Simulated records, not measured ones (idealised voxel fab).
process module | voxel wiring stack
cross-section cut | 225 nm wide | cells 5 nm
A cross-section is a grid of square cells, given in bands from the top down. A band is one or more rows of cells.
Each band's line starts with the height of the band's top and of its bottom, in nm. Then come its materials from left to right, each with its width in nm. One material with "throughout" fills the band from edge to edge. "air" is empty space.
Height 0 is the level under which the wafer as received is all one material. The lowest band goes on downwards, as in "0 down".
A width such as "30 to 40" changes by the same amount from each row of cells to the next, from the band's top row to its bottom row.
"no change" after a step means that no cell of the cross-section changed.
closed voids: empty space of 8 cells or more with no open way to the top, each as width x height at its distance from the left edge, in nm
after a step's settings: what the simulator itself notes on the step
overlay nm, on a step with a mask: how far to the right of its planned place the mask lay; to the left if negative
plan
1 op RECEIVE | material Si
2 op CONFORMAL_DEP | material SiO2 | thk nm 10
3 op DIRECTIONAL_DEP | material TiN | thk nm 5
4 op DIRECTIONAL_DEP | material W | thk nm 20
5 op DIRECTIONAL_DEP | material aC | thk nm 15
6 op PATTERN | tone cover | mask id METAL_1 | material resist | width nm 30 | pitch nm 55 | thk nm 30 | overlay nm 0
7 op DIRECTIONAL_ETCH | etch materials aC | depth nm 15
8 op STRIP | etch materials resist
9 op DIRECTIONAL_ETCH | etch materials W | depth nm 20
10 op DIRECTIONAL_ETCH | etch materials TiN | depth nm 5
11 op STRIP | etch materials aC
12 op CONFORMAL_DEP | material SiCN | thk nm 5
13 op FILL_DEP | material lowk | thk nm 5
14 op CMP | height nm 35
15 op CONFORMAL_DEP | material SiCN | thk nm 5
16 op DIRECTIONAL_DEP | material SiO2 | thk nm 35
17 op DIRECTIONAL_DEP | material aC | thk nm 15
18 op PATTERN | tone open | mask id METAL_2 | material resist | width nm 30 | pitch nm 55 | thk nm 35 | overlay nm 0
19 op DIRECTIONAL_ETCH | etch materials aC | depth nm 15
20 op STRIP | etch materials resist
21 op DIRECTIONAL_ETCH | etch materials SiO2 | depth nm 20
22 op STRIP | etch materials aC
23 op DIRECTIONAL_DEP | material aC | thk nm 15
24 op PATTERN | tone open | mask id METAL_2_HOLES | material resist | width nm 15 | pitch nm 55 | thk nm 35 | overlay nm 0
25 op DIRECTIONAL_ETCH | etch materials aC | depth nm 15
26 op STRIP | etch materials resist
27 op DIRECTIONAL_ETCH | etch materials SiO2 | depth nm 15
28 op DIRECTIONAL_ETCH | etch materials SiCN | depth nm 5
29 op STRIP | etch materials aC
30 op CONFORMAL_DEP | material TiN | thk nm 5
31 op FILL_DEP | material Ru | thk nm 10
32 op CMP | height nm 75
33 op CONFORMAL_DEP | material SiCN | thk nm 5
34 op DIRECTIONAL_DEP | material lowk | thk nm 10
35 op DIRECTIONAL_DEP | material aC | thk nm 10
36 op PATTERN | tone open | mask id PLUG_2 | material resist | width nm 15 | pitch nm 55 | thk nm 30 | overlay nm 0
37 op DIRECTIONAL_ETCH | etch materials aC | depth nm 10
38 op STRIP | etch materials resist
39 op DIRECTIONAL_ETCH | etch materials lowk | depth nm 10
40 op DIRECTIONAL_ETCH | etch materials SiCN | depth nm 5
41 op STRIP | etch materials aC
42 op CONFORMAL_DEP | material TiN | thk nm 5
43 op FILL_DEP | material W | thk nm 10
44 op CMP | height nm 90
45 op DIRECTIONAL_DEP | material TiN | thk nm 5
46 op DIRECTIONAL_DEP | material Ru | thk nm 25
47 op DIRECTIONAL_DEP | material aC | thk nm 10
48 op PATTERN | tone cover | mask id METAL_3 | material resist | width nm 30 | pitch nm 55 | thk nm 25 | overlay nm 0
49 op DIRECTIONAL_ETCH | etch materials aC | depth nm 10
50 op STRIP | etch materials resist
51 op DIRECTIONAL_ETCH | etch materials Ru | depth nm 25
52 op DIRECTIONAL_ETCH | etch materials TiN | depth nm 5
53 op STRIP | etch materials aC
54 op CONFORMAL_DEP | material SiCN | thk nm 5
55 op FILL_DEP | material lowk | thk nm 10
56 op CMP | height nm 120
57 op CONFORMAL_DEP | material SiN | thk nm 5
first wafer, as planned
as received, after step 1
  0 down: Si throughout
  closed voids: none
after step 2
  10 to 0: SiO2 throughout
  below 0: unchanged
after step 3
  15 to 10: TiN throughout
  below 10: unchanged
after step 4
  35 to 15: W throughout
  below 15: unchanged
after step 5
  50 to 35: aC throughout
  below 35: unchanged
after step 6
  80 to 50: air 15 | resist 30 | air 25 | resist 30 | air 25 | resist 30 | air 25 | resist 30 | air 15
  below 50: unchanged
after step 7
  65 to 50: air 15 | resist 30 | air 25 | resist 30 | air 25 | resist 30 | air 25 | resist 30 | air 15
  50 to 35: air 15 | aC 30 | air 25 | aC 30 | air 25 | aC 30 | air 25 | aC 30 | air 15
  below 35: unchanged
after step 8
  50 to 35: air 15 | aC 30 | air 25 | aC 30 | air 25 | aC 30 | air 25 | aC 30 | air 15
  below 35: unchanged
after step 9
  50 to 35: air 15 | aC 30 | air 25 | aC 30 | air 25 | aC 30 | air 25 | aC 30 | air 15
  35 to 15: air 15 | W 30 | air 25 | W 30 | air 25 | W 30 | air 25 | W 30 | air 15
  below 15: unchanged
after step 10
  50 to 35: air 15 | aC 30 | air 25 | aC 30 | air 25 | aC 30 | air 25 | aC 30 | air 15
  35 to 15: air 15 | W 30 | air 25 | W 30 | air 25 | W 30 | air 25 | W 30 | air 15
  15 to 10: air 15 | TiN 30 | air 25 | TiN 30 | air 25 | TiN 30 | air 25 | TiN 30 | air 15
  below 10: unchanged
after step 11
  35 to 15: air 15 | W 30 | air 25 | W 30 | air 25 | W 30 | air 25 | W 30 | air 15
  below 15: unchanged
after step 12
  40 to 35: air 10 | SiCN 40 | air 15 | SiCN 40 | air 15 | SiCN 40 | air 15 | SiCN 40 | air 10
  35 to 15: air 10 | SiCN 5 | W 30 | SiCN 5 | air 15 | SiCN 5 | W 30 | SiCN 5 | air 15 | SiCN 5 | W 30 | SiCN 5 | air 15 | SiCN 5 | W 30 | SiCN 5 | air 10
  15 to 10: SiCN 15 | TiN 30 | SiCN 25 | TiN 30 | SiCN 25 | TiN 30 | SiCN 25 | TiN 30 | SiCN 15
  below 10: unchanged
after step 13
  45 to 40: lowk throughout
  40 to 35: lowk 10 | SiCN 40 | lowk 15 | SiCN 40 | lowk 15 | SiCN 40 | lowk 15 | SiCN 40 | lowk 10
  35 to 15: lowk 10 | SiCN 5 | W 30 | SiCN 5 | lowk 15 | SiCN 5 | W 30 | SiCN 5 | lowk 15 | SiCN 5 | W 30 | SiCN 5 | lowk 15 | SiCN 5 | W 30 | SiCN 5 | lowk 10
  below 15: unchanged
after step 14
  35 to 15: lowk 10 | SiCN 5 | W 30 | SiCN 5 | lowk 15 | SiCN 5 | W 30 | SiCN 5 | lowk 15 | SiCN 5 | W 30 | SiCN 5 | lowk 15 | SiCN 5 | W 30 | SiCN 5 | lowk 10
  below 15: unchanged
after step 15
  40 to 35: SiCN throughout
  below 35: unchanged
after step 16
  75 to 40: SiO2 throughout
  below 40: unchanged
after step 17
  90 to 75: aC throughout
  below 75: unchanged
after step 18
  125 to 90: resist 15 | air 30 | resist 25 | air 30 | resist 25 | air 30 | resist 25 | air 30 | resist 15
  below 90: unchanged
after step 19
  110 to 90: resist 15 | air 30 | resist 25 | air 30 | resist 25 | air 30 | resist 25 | air 30 | resist 15
  90 to 75: aC 15 | air 30 | aC 25 | air 30 | aC 25 | air 30 | aC 25 | air 30 | aC 15
  below 75: unchanged
after step 20
  90 to 75: aC 15 | air 30 | aC 25 | air 30 | aC 25 | air 30 | aC 25 | air 30 | aC 15
  below 75: unchanged
after step 21
  90 to 75: aC 15 | air 30 | aC 25 | air 30 | aC 25 | air 30 | aC 25 | air 30 | aC 15
  75 to 55: SiO2 15 | air 30 | SiO2 25 | air 30 | SiO2 25 | air 30 | SiO2 25 | air 30 | SiO2 15
  below 55: unchanged
after step 22
  75 to 55: SiO2 15 | air 30 | SiO2 25 | air 30 | SiO2 25 | air 30 | SiO2 25 | air 30 | SiO2 15
  below 55: unchanged
after step 23
  90 to 75: aC 15 | air 30 | aC 25 | air 30 | aC 25 | air 30 | aC 25 | air 30 | aC 15
  75 to 70: SiO2 15 | air 30 | SiO2 25 | air 30 | SiO2 25 | air 30 | SiO2 25 | air 30 | SiO2 15
  70 to 55: SiO2 15 | aC 30 | SiO2 25 | aC 30 | SiO2 25 | aC 30 | SiO2 25 | aC 30 | SiO2 15
  below 55: unchanged
after step 24
  125 to 90: resist 15 | air 15 | resist 40 | air 15 | resist 40 | air 15 | resist 40 | air 15 | resist 30
  90 to 75: aC 15 | air 15 | resist 15 | aC 25 | air 15 | resist 15 | aC 25 | air 15 | resist 15 | aC 25 | air 15 | resist 15 | aC 15
  75 to 70: SiO2 15 | air 15 | resist 15 | SiO2 25 | air 15 | resist 15 | SiO2 25 | air 15 | resist 15 | SiO2 25 | air 15 | resist 15 | SiO2 15
  below 70: unchanged
after step 25
  110 to 90: resist 15 | air 15 | resist 40 | air 15 | resist 40 | air 15 | resist 40 | air 15 | resist 30
  90 to 75: aC 15 | air 15 | resist 15 | aC 25 | air 15 | resist 15 | aC 25 | air 15 | resist 15 | aC 25 | air 15 | resist 15 | aC 15
  75 to 70: SiO2 15 | air 15 | resist 15 | SiO2 25 | air 15 | resist 15 | SiO2 25 | air 15 | resist 15 | SiO2 25 | air 15 | resist 15 | SiO2 15
  70 to 55: SiO2 15 | air 15 | aC 15 | SiO2 25 | air 15 | aC 15 | SiO2 25 | air 15 | aC 15 | SiO2 25 | air 15 | aC 15 | SiO2 15
  below 55: unchanged
after step 26
  90 to 75: aC 15 | air 30 | aC 25 | air 30 | aC 25 | air 30 | aC 25 | air 30 | aC 15
  75 to 70: SiO2 15 | air 30 | SiO2 25 | air 30 | SiO2 25 | air 30 | SiO2 25 | air 30 | SiO2 15
  below 70: unchanged
after step 27
  90 to 75: aC 15 | air 30 | aC 25 | air 30 | aC 25 | air 30 | aC 25 | air 30 | aC 15
  75 to 70: SiO2 15 | air 30 | SiO2 25 | air 30 | SiO2 25 | air 30 | SiO2 25 | air 30 | SiO2 15
  70 to 55: SiO2 15 | air 15 | aC 15 | SiO2 25 | air 15 | aC 15 | SiO2 25 | air 15 | aC 15 | SiO2 25 | air 15 | aC 15 | SiO2 15
  55 to 40: SiO2 15 | air 15 | SiO2 40 | air 15 | SiO2 40 | air 15 | SiO2 40 | air 15 | SiO2 30
  below 40: unchanged
after step 28
  90 to 75: aC 15 | air 30 | aC 25 | air 30 | aC 25 | air 30 | aC 25 | air 30 | aC 15
  75 to 70: SiO2 15 | air 30 | SiO2 25 | air 30 | SiO2 25 | air 30 | SiO2 25 | air 30 | SiO2 15
  70 to 55: SiO2 15 | air 15 | aC 15 | SiO2 25 | air 15 | aC 15 | SiO2 25 | air 15 | aC 15 | SiO2 25 | air 15 | aC 15 | SiO2 15
  55 to 40: SiO2 15 | air 15 | SiO2 40 | air 15 | SiO2 40 | air 15 | SiO2 40 | air 15 | SiO2 30
  40 to 35: SiCN 15 | air 15 | SiCN 40 | air 15 | SiCN 40 | air 15 | SiCN 40 | air 15 | SiCN 30
  below 35: unchanged
after step 29
  75 to 55: SiO2 15 | air 30 | SiO2 25 | air 30 | SiO2 25 | air 30 | SiO2 25 | air 30 | SiO2 15
  below 55: unchanged
after step 30
  80 to 75: TiN 20 | air 20 | TiN 35 | air 20 | TiN 35 | air 20 | TiN 35 | air 20 | TiN 20
  75 to 60: SiO2 15 | TiN 5 | air 20 | TiN 5 | SiO2 25 | TiN 5 | air 20 | TiN 5 | SiO2 25 | TiN 5 | air 20 | TiN 5 | SiO2 25 | TiN 5 | air 20 | TiN 5 | SiO2 15
  60 to 55: SiO2 15 | TiN 5 | air 5 | TiN 20 | SiO2 25 | TiN 5 | air 5 | TiN 20 | SiO2 25 | TiN 5 | air 5 | TiN 20 | SiO2 25 | TiN 5 | air 5 | TiN 20 | SiO2 15
  55 to 40: SiO2 15 | TiN 5 | air 5 | TiN 5 | SiO2 40 | TiN 5 | air 5 | TiN 5 | SiO2 40 | TiN 5 | air 5 | TiN 5 | SiO2 40 | TiN 5 | air 5 | TiN 5 | SiO2 30
  40 to 35: SiCN 15 | TiN 15 | SiCN 40 | TiN 15 | SiCN 40 | TiN 15 | SiCN 40 | TiN 15 | SiCN 30
  below 35: unchanged
after step 31
  90 to 80: Ru throughout
  80 to 75: TiN 20 | Ru 20 | TiN 35 | Ru 20 | TiN 35 | Ru 20 | TiN 35 | Ru 20 | TiN 20
  75 to 60: SiO2 15 | TiN 5 | Ru 20 | TiN 5 | SiO2 25 | TiN 5 | Ru 20 | TiN 5 | SiO2 25 | TiN 5 | Ru 20 | TiN 5 | SiO2 25 | TiN 5 | Ru 20 | TiN 5 | SiO2 15
  60 to 55: SiO2 15 | TiN 5 | Ru 5 | TiN 20 | SiO2 25 | TiN 5 | Ru 5 | TiN 20 | SiO2 25 | TiN 5 | Ru 5 | TiN 20 | SiO2 25 | TiN 5 | Ru 5 | TiN 20 | SiO2 15
  55 to 40: SiO2 15 | TiN 5 | Ru 5 | TiN 5 | SiO2 40 | TiN 5 | Ru 5 | TiN 5 | SiO2 40 | TiN 5 | Ru 5 | TiN 5 | SiO2 40 | TiN 5 | Ru 5 | TiN 5 | SiO2 30
  below 40: unchanged
after step 32
  75 to 60: SiO2 15 | TiN 5 | Ru 20 | TiN 5 | SiO2 25 | TiN 5 | Ru 20 | TiN 5 | SiO2 25 | TiN 5 | Ru 20 | TiN 5 | SiO2 25 | TiN 5 | Ru 20 | TiN 5 | SiO2 15
  below 60: unchanged
after step 33
  80 to 75: SiCN throughout
  below 75: unchanged
after step 34
  90 to 80: lowk throughout
  below 80: unchanged
after step 35
  100 to 90: aC throughout
  below 90: unchanged
after step 36
  130 to 100: resist 15 | air 15 | resist 40 | air 15 | resist 40 | air 15 | resist 40 | air 15 | resist 30
  below 100: unchanged
after step 37
  120 to 100: resist 15 | air 15 | resist 40 | air 15 | resist 40 | air 15 | resist 40 | air 15 | resist 30
  100 to 90: aC 15 | air 15 | aC 40 | air 15 | aC 40 | air 15 | aC 40 | air 15 | aC 30
  below 90: unchanged
after step 38
  100 to 90: aC 15 | air 15 | aC 40 | air 15 | aC 40 | air 15 | aC 40 | air 15 | aC 30
  below 90: unchanged
after step 39
  100 to 90: aC 15 | air 15 | aC 40 | air 15 | aC 40 | air 15 | aC 40 | air 15 | aC 30
  90 to 80: lowk 15 | air 15 | lowk 40 | air 15 | lowk 40 | air 15 | lowk 40 | air 15 | lowk 30
  below 80: unchanged
after step 40
  100 to 90: aC 15 | air 15 | aC 40 | air 15 | aC 40 | air 15 | aC 40 | air 15 | aC 30
  90 to 80: lowk 15 | air 15 | lowk 40 | air 15 | lowk 40 | air 15 | lowk 40 | air 15 | lowk 30
  80 to 75: SiCN 15 | air 15 | SiCN 40 | air 15 | SiCN 40 | air 15 | SiCN 40 | air 15 | SiCN 30
  below 75: unchanged
after step 41
  90 to 80: lowk 15 | air 15 | lowk 40 | air 15 | lowk 40 | air 15 | lowk 40 | air 15 | lowk 30
  below 80: unchanged
after step 42
  95 to 90: TiN 20 | air 5 | TiN 50 | air 5 | TiN 50 | air 5 | TiN 50 | air 5 | TiN 35
  90 to 80: lowk 15 | TiN 5 | air 5 | TiN 5 | lowk 40 | TiN 5 | air 5 | TiN 5 | lowk 40 | TiN 5 | air 5 | TiN 5 | lowk 40 | TiN 5 | air 5 | TiN 5 | lowk 30
  80 to 75: SiCN 15 | TiN 15 | SiCN 40 | TiN 15 | SiCN 40 | TiN 15 | SiCN 40 | TiN 15 | SiCN 30
  below 75: unchanged
after step 43
  105 to 95: W throughout
  95 to 90: TiN 20 | W 5 | TiN 50 | W 5 | TiN 50 | W 5 | TiN 50 | W 5 | TiN 35
  90 to 80: lowk 15 | TiN 5 | W 5 | TiN 5 | lowk 40 | TiN 5 | W 5 | TiN 5 | lowk 40 | TiN 5 | W 5 | TiN 5 | lowk 40 | TiN 5 | W 5 | TiN 5 | lowk 30
  below 80: unchanged
after step 44
  90 to 80: lowk 15 | TiN 5 | W 5 | TiN 5 | lowk 40 | TiN 5 | W 5 | TiN 5 | lowk 40 | TiN 5 | W 5 | TiN 5 | lowk 40 | TiN 5 | W 5 | TiN 5 | lowk 30
  below 80: unchanged
after step 45
  95 to 90: TiN throughout
  below 90: unchanged
after step 46
  120 to 95: Ru throughout
  below 95: unchanged
after step 47
  130 to 120: aC throughout
  below 120: unchanged
after step 48
  155 to 130: air 15 | resist 30 | air 25 | resist 30 | air 25 | resist 30 | air 25 | resist 30 | air 15
  below 130: unchanged
after step 49
  145 to 130: air 15 | resist 30 | air 25 | resist 30 | air 25 | resist 30 | air 25 | resist 30 | air 15
  130 to 120: air 15 | aC 30 | air 25 | aC 30 | air 25 | aC 30 | air 25 | aC 30 | air 15
  below 120: unchanged
after step 50
  130 to 120: air 15 | aC 30 | air 25 | aC 30 | air 25 | aC 30 | air 25 | aC 30 | air 15
  below 120: unchanged
after step 51
  130 to 120: air 15 | aC 30 | air 25 | aC 30 | air 25 | aC 30 | air 25 | aC 30 | air 15
  120 to 95: air 15 | Ru 30 | air 25 | Ru 30 | air 25 | Ru 30 | air 25 | Ru 30 | air 15
  below 95: unchanged
after step 52
  130 to 120: air 15 | aC 30 | air 25 | aC 30 | air 25 | aC 30 | air 25 | aC 30 | air 15
  120 to 95: air 15 | Ru 30 | air 25 | Ru 30 | air 25 | Ru 30 | air 25 | Ru 30 | air 15
  95 to 90: air 15 | TiN 30 | air 25 | TiN 30 | air 25 | TiN 30 | air 25 | TiN 30 | air 15
  below 90: unchanged
after step 53
  120 to 95: air 15 | Ru 30 | air 25 | Ru 30 | air 25 | Ru 30 | air 25 | Ru 30 | air 15
  below 95: unchanged
after step 54
  125 to 120: air 10 | SiCN 40 | air 15 | SiCN 40 | air 15 | SiCN 40 | air 15 | SiCN 40 | air 10
  120 to 95: air 10 | SiCN 5 | Ru 30 | SiCN 5 | air 15 | SiCN 5 | Ru 30 | SiCN 5 | air 15 | SiCN 5 | Ru 30 | SiCN 5 | air 15 | SiCN 5 | Ru 30 | SiCN 5 | air 10
  95 to 90: SiCN 15 | TiN 30 | SiCN 25 | TiN 30 | SiCN 25 | TiN 30 | SiCN 25 | TiN 30 | SiCN 15
  below 90: unchanged
after step 55
  135 to 125: lowk throughout
  125 to 120: lowk 10 | SiCN 40 | lowk 15 | SiCN 40 | lowk 15 | SiCN 40 | lowk 15 | SiCN 40 | lowk 10
  120 to 95: lowk 10 | SiCN 5 | Ru 30 | SiCN 5 | lowk 15 | SiCN 5 | Ru 30 | SiCN 5 | lowk 15 | SiCN 5 | Ru 30 | SiCN 5 | lowk 15 | SiCN 5 | Ru 30 | SiCN 5 | lowk 10
  below 95: unchanged
after step 56
  120 to 95: lowk 10 | SiCN 5 | Ru 30 | SiCN 5 | lowk 15 | SiCN 5 | Ru 30 | SiCN 5 | lowk 15 | SiCN 5 | Ru 30 | SiCN 5 | lowk 15 | SiCN 5 | Ru 30 | SiCN 5 | lowk 10
  below 95: unchanged
after step 57
  125 to 120: SiN throughout
  below 120: unchanged
second wafer: like start, like plan, one mistake. Through step 23 it matches the first wafer
when step 24 should have ended
  125 to 90: air 15 | resist 15 | air 40 | resist 15 | air 40 | resist 15 | air 40 | resist 15 | air 30
  90 to 75: aC 15 | resist 15 | air 15 | aC 25 | resist 15 | air 15 | aC 25 | resist 15 | air 15 | aC 25 | resist 15 | air 15 | aC 15
  75 to 70: SiO2 15 | resist 15 | air 15 | SiO2 25 | resist 15 | air 15 | SiO2 25 | resist 15 | air 15 | SiO2 25 | resist 15 | air 15 | SiO2 15
  below 70: unchanged
when step 25 should have ended
  110 to 75: air 15 | resist 15 | air 40 | resist 15 | air 40 | resist 15 | air 40 | resist 15 | air 30
  75 to 70: SiO2 15 | resist 15 | air 15 | SiO2 25 | resist 15 | air 15 | SiO2 25 | resist 15 | air 15 | SiO2 25 | resist 15 | air 15 | SiO2 15
  70 to 55: SiO2 15 | aC 15 | air 15 | SiO2 25 | aC 15 | air 15 | SiO2 25 | aC 15 | air 15 | SiO2 25 | aC 15 | air 15 | SiO2 15
  below 55: unchanged
when step 26 should have ended
  75 to 70: SiO2 15 | air 30 | SiO2 25 | air 30 | SiO2 25 | air 30 | SiO2 25 | air 30 | SiO2 15
  below 70: unchanged
when step 27 should have ended
  70 to 60: air 15 | aC 15 | air 40 | aC 15 | air 40 | aC 15 | air 40 | aC 15 | air 30
  60 to 55: SiO2 15 | aC 15 | air 15 | SiO2 25 | aC 15 | air 15 | SiO2 25 | aC 15 | air 15 | SiO2 25 | aC 15 | air 15 | SiO2 15
  55 to 40: SiO2 30 | air 15 | SiO2 40 | air 15 | SiO2 40 | air 15 | SiO2 40 | air 15 | SiO2 15
  below 40: unchanged
when step 28 should have ended
  70 to 60: air 15 | aC 15 | air 40 | aC 15 | air 40 | aC 15 | air 40 | aC 15 | air 30
  60 to 55: SiO2 15 | aC 15 | air 15 | SiO2 25 | aC 15 | air 15 | SiO2 25 | aC 15 | air 15 | SiO2 25 | aC 15 | air 15 | SiO2 15
  55 to 40: SiO2 30 | air 15 | SiO2 40 | air 15 | SiO2 40 | air 15 | SiO2 40 | air 15 | SiO2 15
  40 to 35: SiCN 30 | air 15 | SiCN 40 | air 15 | SiCN 40 | air 15 | SiCN 40 | air 15 | SiCN 15
  below 35: unchanged
when step 29 should have ended
  60 to 55: SiO2 15 | air 30 | SiO2 25 | air 30 | SiO2 25 | air 30 | SiO2 25 | air 30 | SiO2 15
  below 55: unchanged
when step 30 should have ended
  65 to 60: TiN 20 | air 20 | TiN 35 | air 20 | TiN 35 | air 20 | TiN 35 | air 20 | TiN 20
  60 to 55: SiO2 15 | TiN 20 | air 5 | TiN 5 | SiO2 25 | TiN 20 | air 5 | TiN 5 | SiO2 25 | TiN 20 | air 5 | TiN 5 | SiO2 25 | TiN 20 | air 5 | TiN 5 | SiO2 15
  55 to 40: SiO2 30 | TiN 5 | air 5 | TiN 5 | SiO2 40 | TiN 5 | air 5 | TiN 5 | SiO2 40 | TiN 5 | air 5 | TiN 5 | SiO2 40 | TiN 5 | air 5 | TiN 5 | SiO2 15
  40 to 35: SiCN 30 | TiN 15 | SiCN 40 | TiN 15 | SiCN 40 | TiN 15 | SiCN 40 | TiN 15 | SiCN 15
  below 35: unchanged
when step 31 should have ended
  75 to 65: Ru throughout
  65 to 60: TiN 20 | Ru 20 | TiN 35 | Ru 20 | TiN 35 | Ru 20 | TiN 35 | Ru 20 | TiN 20
  60 to 55: SiO2 15 | TiN 20 | Ru 5 | TiN 5 | SiO2 25 | TiN 20 | Ru 5 | TiN 5 | SiO2 25 | TiN 20 | Ru 5 | TiN 5 | SiO2 25 | TiN 20 | Ru 5 | TiN 5 | SiO2 15
  55 to 40: SiO2 30 | TiN 5 | Ru 5 | TiN 5 | SiO2 40 | TiN 5 | Ru 5 | TiN 5 | SiO2 40 | TiN 5 | Ru 5 | TiN 5 | SiO2 40 | TiN 5 | Ru 5 | TiN 5 | SiO2 15
  below 40: unchanged
when step 32 should have ended: no change
when step 33 should have ended
  80 to 75: SiCN throughout
  below 75: unchanged
when step 34 should have ended
  90 to 80: lowk throughout
  below 80: unchanged
when step 35 should have ended
  100 to 90: aC throughout
  below 90: unchanged
when step 36 should have ended
  130 to 100: resist 15 | air 15 | resist 40 | air 15 | resist 40 | air 15 | resist 40 | air 15 | resist 30
  below 100: unchanged
when step 37 should have ended
  120 to 100: resist 15 | air 15 | resist 40 | air 15 | resist 40 | air 15 | resist 40 | air 15 | resist 30
  100 to 90: aC 15 | air 15 | aC 40 | air 15 | aC 40 | air 15 | aC 40 | air 15 | aC 30
  below 90: unchanged
when step 38 should have ended
  100 to 90: aC 15 | air 15 | aC 40 | air 15 | aC 40 | air 15 | aC 40 | air 15 | aC 30
  below 90: unchanged
when step 39 should have ended
  100 to 90: aC 15 | air 15 | aC 40 | air 15 | aC 40 | air 15 | aC 40 | air 15 | aC 30
  90 to 80: lowk 15 | air 15 | lowk 40 | air 15 | lowk 40 | air 15 | lowk 40 | air 15 | lowk 30
  below 80: unchanged
when step 40 should have ended
  100 to 90: aC 15 | air 15 | aC 40 | air 15 | aC 40 | air 15 | aC 40 | air 15 | aC 30
  90 to 80: lowk 15 | air 15 | lowk 40 | air 15 | lowk 40 | air 15 | lowk 40 | air 15 | lowk 30
  80 to 75: SiCN 15 | air 15 | SiCN 40 | air 15 | SiCN 40 | air 15 | SiCN 40 | air 15 | SiCN 30
  below 75: unchanged
when step 41 should have ended
  90 to 80: lowk 15 | air 15 | lowk 40 | air 15 | lowk 40 | air 15 | lowk 40 | air 15 | lowk 30
  below 80: unchanged
when step 42 should have ended
  95 to 90: TiN 20 | air 5 | TiN 50 | air 5 | TiN 50 | air 5 | TiN 50 | air 5 | TiN 35
  90 to 80: lowk 15 | TiN 5 | air 5 | TiN 5 | lowk 40 | TiN 5 | air 5 | TiN 5 | lowk 40 | TiN 5 | air 5 | TiN 5 | lowk 40 | TiN 5 | air 5 | TiN 5 | lowk 30
  80 to 75: SiCN 15 | TiN 15 | SiCN 40 | TiN 15 | SiCN 40 | TiN 15 | SiCN 40 | TiN 15 | SiCN 30
  below 75: unchanged
when step 43 should have ended
  105 to 95: W throughout
  95 to 90: TiN 20 | W 5 | TiN 50 | W 5 | TiN 50 | W 5 | TiN 50 | W 5 | TiN 35
  90 to 80: lowk 15 | TiN 5 | W 5 | TiN 5 | lowk 40 | TiN 5 | W 5 | TiN 5 | lowk 40 | TiN 5 | W 5 | TiN 5 | lowk 40 | TiN 5 | W 5 | TiN 5 | lowk 30
  below 80: unchanged
when step 44 should have ended
  90 to 80: lowk 15 | TiN 5 | W 5 | TiN 5 | lowk 40 | TiN 5 | W 5 | TiN 5 | lowk 40 | TiN 5 | W 5 | TiN 5 | lowk 40 | TiN 5 | W 5 | TiN 5 | lowk 30
  below 80: unchanged
when step 45 should have ended
  95 to 90: TiN throughout
  below 90: unchanged
when step 46 should have ended
  120 to 95: Ru throughout
  below 95: unchanged
when step 47 should have ended
  130 to 120: aC throughout
  below 120: unchanged
when step 48 should have ended
  155 to 130: air 15 | resist 30 | air 25 | resist 30 | air 25 | resist 30 | air 25 | resist 30 | air 15
  below 130: unchanged
when step 49 should have ended
  145 to 130: air 15 | resist 30 | air 25 | resist 30 | air 25 | resist 30 | air 25 | resist 30 | air 15
  130 to 120: air 15 | aC 30 | air 25 | aC 30 | air 25 | aC 30 | air 25 | aC 30 | air 15
  below 120: unchanged
when step 50 should have ended
  130 to 120: air 15 | aC 30 | air 25 | aC 30 | air 25 | aC 30 | air 25 | aC 30 | air 15
  below 120: unchanged
when step 51 should have ended
  130 to 120: air 15 | aC 30 | air 25 | aC 30 | air 25 | aC 30 | air 25 | aC 30 | air 15
  120 to 95: air 15 | Ru 30 | air 25 | Ru 30 | air 25 | Ru 30 | air 25 | Ru 30 | air 15
  below 95: unchanged
when step 52 should have ended
  130 to 120: air 15 | aC 30 | air 25 | aC 30 | air 25 | aC 30 | air 25 | aC 30 | air 15
  120 to 95: air 15 | Ru 30 | air 25 | Ru 30 | air 25 | Ru 30 | air 25 | Ru 30 | air 15
  95 to 90: air 15 | TiN 30 | air 25 | TiN 30 | air 25 | TiN 30 | air 25 | TiN 30 | air 15
  below 90: unchanged
when step 53 should have ended
  120 to 95: air 15 | Ru 30 | air 25 | Ru 30 | air 25 | Ru 30 | air 25 | Ru 30 | air 15
  below 95: unchanged
when step 54 should have ended
  125 to 120: air 10 | SiCN 40 | air 15 | SiCN 40 | air 15 | SiCN 40 | air 15 | SiCN 40 | air 10
  120 to 95: air 10 | SiCN 5 | Ru 30 | SiCN 5 | air 15 | SiCN 5 | Ru 30 | SiCN 5 | air 15 | SiCN 5 | Ru 30 | SiCN 5 | air 15 | SiCN 5 | Ru 30 | SiCN 5 | air 10
  95 to 90: SiCN 15 | TiN 30 | SiCN 25 | TiN 30 | SiCN 25 | TiN 30 | SiCN 25 | TiN 30 | SiCN 15
  below 90: unchanged
when step 55 should have ended
  135 to 125: lowk throughout
  125 to 120: lowk 10 | SiCN 40 | lowk 15 | SiCN 40 | lowk 15 | SiCN 40 | lowk 15 | SiCN 40 | lowk 10
  120 to 95: lowk 10 | SiCN 5 | Ru 30 | SiCN 5 | lowk 15 | SiCN 5 | Ru 30 | SiCN 5 | lowk 15 | SiCN 5 | Ru 30 | SiCN 5 | lowk 15 | SiCN 5 | Ru 30 | SiCN 5 | lowk 10
  below 95: unchanged
when step 56 should have ended
  120 to 95: lowk 10 | SiCN 5 | Ru 30 | SiCN 5 | lowk 15 | SiCN 5 | Ru 30 | SiCN 5 | lowk 15 | SiCN 5 | Ru 30 | SiCN 5 | lowk 15 | SiCN 5 | Ru 30 | SiCN 5 | lowk 10
  below 95: unchanged
when step 57 should have ended
  125 to 120: SiN throughout
  below 120: unchanged
what went wrong: step 24 ran as: op PATTERN | tone cover | mask id METAL_2_HOLES | material resist | width nm 15 | pitch nm 55 | thk nm 35 | overlay nm 0
at the end the second wafer has, in cells: 58 more of Ru | 63 fewer of SiO2 | 5 more of TiN
